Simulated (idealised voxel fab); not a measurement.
process module | voxel tone inversion
cross-section cut | 140 nm wide | cells 5 nm
A cross-section is a grid of square cells, given in bands from the top down. A band is one or more rows of cells.
Each band's line starts with the height of the band's top and of its bottom, in nm. Then come its materials from left to right, each with its width in nm. One material with "throughout" fills the band from edge to edge. "air" is empty space.
Height 0 is the level under which the wafer as received is all one material. The lowest band goes on downwards, as in "0 down".
A width such as "30 to 40" changes by the same amount from each row of cells to the next, from the band's top row to its bottom row.
"no change" after a step means that no cell of the cross-section changed.
closed voids: empty space of 8 cells or more with no open way to the top, each as width x height at its distance from the left edge, in nm
after a step's settings: what the simulator itself notes on the step
overlay nm, on a step with a mask: how far to the right of its planned place the mask lay; to the left if negative
plan
1 op RECEIVE | material Si
2 op CONFORMAL_DEP | material SiCN | thk nm 10
3 op DIRECTIONAL_DEP | material polySi | thk nm 15
4 op PATTERN | tone cover | mask id POSTS | material resist | width nm 20 | pitch nm 50 | thk nm 25 | overlay nm 0
5 op DIRECTIONAL_ETCH | etch materials polySi | depth nm 15
6 op STRIP | etch materials resist
7 op FILL_DEP | material SiO2 | thk nm 5
8 op CMP | height nm 25
9 op STRIP | etch materials polySi
as received, after step 1
  0 down: Si throughout
  closed voids: none
first wafer at the end, as planned
  25 to 10: SiO2 35 | air 20 | SiO2 30 | air 20 | SiO2 35
  10 to 0: SiCN throughout
  0 down: Si throughout
  closed voids: none
second wafer at the end: like start, like plan, one mistake
  25 to 10: SiO2 25 | air 20 | SiO2 30 | air 20 | SiO2 45
  10 to 0: SiCN throughout
  0 down: Si throughout
  closed voids: none
what went wrong: step 4 ran as: op PATTERN | tone cover | mask id POSTS | material resist | width nm 20 | pitch nm 50 | thk nm 25 | overlay nm -10
at the end the second wafer has, in cells: as many of each material as the first, in other places
